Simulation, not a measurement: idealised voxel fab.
The name of this process module is voxel capacitor over wiring.
Shown is cross-section cut, with a width of 260 nm and square cells of size 5 nm.
Heads up, the way a cross-section reads in here is a grid of square cells, handed over as bands from the top down, with every band being one or more rows of cells.
For a band, the entry starts with two heights in nm, that of the top and then that of the bottom, and carries on with the band's materials in order from left to right, each alongside its width in nm; the word "throughout" beside a single material means it fills the band edge to edge, and "empty" means empty space.
Where do heights start? At 0: under that level the wafer as delivered is made of one material only. And the lowest band has no floor; it just carries on downward, as in "0 -> down".
Graded width ("30..40"): value in top row of band = first number; value in bottom row = second number; row-to-row change constant.
Where the words "same as before" appear for a step, the cross-section shows no cell changed by that step; every cell remained as before.
Heads up: "Closed void table" only lists the empty pockets with no open path to the top that are 8 cells or more, and it writes them as width x height at distance, distance from the left edge, in nm.
The remark found on a step's line after its settings is issued by the simulator itself and pertains to that step.
overlay nm, on a step with a mask: how far to the right of its planned place the mask lay; to the left if negative
**These are the steps we planned for the process**
1,RECEIVE (material Si)
2,CONFORMAL_DEP (material SiO2; thk nm 15)
3,DIRECTIONAL_DEP (material TiN; thk nm 5)
4,DIRECTIONAL_DEP (material Ru; thk nm 25)
5,PATTERN (tone cover; mask id METAL_1; material resist; width nm 25; pitch nm 95; thk nm 15; overlay nm 0)
6,DIRECTIONAL_ETCH (etch materials Ru; depth nm 25)
7,DIRECTIONAL_ETCH (etch materials TiN; depth nm 5)
8,STRIP (etch materials resist)
9,FILL_DEP (material SiO2; thk nm 5)
10,CMP (height nm 45)
11,CONFORMAL_DEP (material SiCN; thk nm 5)
12,DIRECTIONAL_DEP (material SiO2; thk nm 10)
13,DIRECTIONAL_DEP (material aC; thk nm 10)
14,PATTERN (tone open; mask id PLUG_1; material resist; width nm 15; thk nm 25; overlay nm 0)
15,DIRECTIONAL_ETCH (etch materials aC; depth nm 10)
16,STRIP (etch materials resist)
17,DIRECTIONAL_ETCH (etch materials SiO2; depth nm 10)
18,DIRECTIONAL_ETCH (etch materials SiCN; depth nm 5)
19,STRIP (etch materials aC)
20,EPI (material Ru; thk nm 10)
21,EPI (material Ru; thk nm 5)
22,DIRECTIONAL_DEP (material TiN; thk nm 5)
23,DIRECTIONAL_DEP (material Al2O3; thk nm 5)
24,DIRECTIONAL_DEP (material TiN; thk nm 5)
25,MASKED_ETCH (tone cover; mask id UPPER_PLATE; width nm 75; etch materials TiN; depth nm 5; overlay nm 0)
26,MASKED_ETCH (tone cover; mask id UPPER_PLATE; width nm 75; etch materials Al2O3; depth nm 5; overlay nm 0)
27,DIRECTIONAL_DEP (material aC; thk nm 15)
28,PATTERN (tone cover; mask id LOWER_PLATE; material resist; width nm 85; thk nm 30; overlay nm 0)
29,DIRECTIONAL_ETCH (etch materials aC; depth nm 15)
30,STRIP (etch materials resist)
31,DIRECTIONAL_ETCH (etch materials TiN; depth nm 5)
32,STRIP (etch materials aC)
33,FILL_DEP (material SiO2; thk nm 15)
34,CMP (height nm 85)
35,MASKED_ETCH (tone open; mask id PLUG_2; width nm 15; etch materials SiO2; depth nm 10; overlay nm 0)
36,CONFORMAL_DEP (material TiN; thk nm 5)
37,FILL_DEP (material W; thk nm 5)
38,CMP (height nm 85)
39,CONFORMAL_DEP (material SiN; thk nm 5)
**As-received state of the wafer in cross-section, equivalent to post-step 1**
> 0 -> down: Si throughout
> Closed void table: none
**This is how the wafer looks in cross-section once the module is done, given the starting state and plan above and one mistake in carrying the plan out**
> 90 -> 85: SiN throughout
> 85 -> 80: 90 SiO2 / 5 TiN / 5 W / 5 TiN / 155 SiO2
> 80 -> 75: 90 SiO2 / 15 TiN / 155 SiO2
> 75 -> 70: 75 SiO2 / 5 TiN / 75 SiO2 / 5 TiN / 100 SiO2
> 70 -> 65: Al2O3 throughout
> 65 -> 60: TiN throughout
> 60 -> 50: 80 SiO2 / 15 Ru / 165 SiO2
> 50 -> 45: 80 SiCN / 15 Ru / 165 SiCN
> 45 -> 20: 70 SiO2 / 25 Ru / 70 SiO2 / 25 Ru / 70 SiO2
> 20 -> 15: 70 SiO2 / 25 TiN / 70 SiO2 / 25 TiN / 70 SiO2
> 15 -> 0: SiO2 throughout
> 0 -> down: Si throughout
> Closed void table: none
What was done differently from what was planned? step 25 ran as: MASKED_ETCH (tone open; mask id UPPER_PLATE; width nm 75; etch materials TiN; depth nm 5; overlay nm 0)
